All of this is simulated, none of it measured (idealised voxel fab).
process module | voxel self aligned contacts
cross-section cut | 260 nm wide | cells 5 nm
A cross-section is a grid of square cells, given in bands from the top down. A band is one or more rows of cells.
Each band's line starts with the height of the band's top and of its bottom, in nm. Then come its materials from left to right, each with its width in nm. One material with "throughout" fills the band from edge to edge. "air" is empty space.
Height 0 is the level under which the wafer as received is all one material. The lowest band goes on downwards, as in "0 down".
A width such as "30 to 40" changes by the same amount from each row of cells to the next, from the band's top row to its bottom row.
"no change" after a step means that no cell of the cross-section changed.
closed voids: empty space of 8 cells or more with no open way to the top, each as width x height at its distance from the left edge, in nm
after a step's settings: what the simulator itself notes on the step
overlay nm, on a step with a mask: how far to the right of its planned place the mask lay; to the left if negative
plan
1 op RECEIVE | material Si
2 op CONFORMAL_DEP | material SiO2 | thk nm 5
3 op DIRECTIONAL_DEP | material polySi | thk nm 25
4 op DIRECTIONAL_DEP | material SiN | thk nm 25
5 op PATTERN | tone cover | mask id GATE | material resist | width nm 25 | pitch nm 70 | thk nm 20 | overlay nm 0
6 op DIRECTIONAL_ETCH | etch materials SiN | depth nm 25
7 op DIRECTIONAL_ETCH | etch materials polySi | depth nm 25
8 op STRIP | etch materials resist
9 op CONFORMAL_DEP | material SiN | thk nm 10
10 op DIRECTIONAL_ETCH | etch materials SiN | depth nm 10
11 op FILL_DEP | material SiO2 | thk nm 20
12 op CMP | height nm 65
13 op MASKED_ETCH | tone open | mask id CONTACT | width nm 55 | etch materials SiO2 | depth nm 65 | overlay nm 0
14 op CONFORMAL_DEP | material TiN | thk nm 5
15 op FILL_DEP | material Ru | thk nm 5
16 op CMP | height nm 65
17 op CONFORMAL_DEP | material SiN | thk nm 5
as received, after step 1
  0 down: Si throughout
  closed voids: none
first wafer at the end, as planned
  70 to 65: SiN throughout
  65 to 55: SiO2 100 | TiN 5 to 20 | Ru 45 to 15 | TiN 5 to 20 | SiO2 105
  55 to 30: SiO2 70 | SiN 45 | TiN 5 | Ru 15 | TiN 5 | SiN 45 | SiO2 75
  30 to 5: SiO2 70 | SiN 10 | polySi 25 | SiN 10 | TiN 5 | Ru 15 | TiN 5 | SiN 10 | polySi 25 | SiN 10 | SiO2 75
  5 to 0: SiO2 115 | TiN 25 | SiO2 120
  0 down: Si throughout
  closed voids: none
second wafer at the end: like start, like plan, one mistake
  70 to 65: SiN throughout
  65 to 55: SiO2 100 | TiN 5 to 20 | Ru 45 to 15 | TiN 5 to 20 | SiO2 105
  55 to 45: SiO2 70 | SiN 45 | TiN 5 | Ru 15 | TiN 5 | SiN 45 | SiO2 75
  45 to 40: SiO2 70 | SiN 45 | TiN 25 | SiN 45 | SiO2 75
  40 to 30: SiN throughout
  30 to 5: polySi throughout
  5 to 0: SiO2 throughout
  0 down: Si throughout
  closed voids: none
what went wrong: step 6 ran as: op DIRECTIONAL_ETCH | etch materials SiN | depth nm 15
at the end the second wafer has, in cells: 24 fewer of Ru | 28 more of SiN | 198 fewer of SiO2 | 16 fewer of TiN | 210 more of polySi
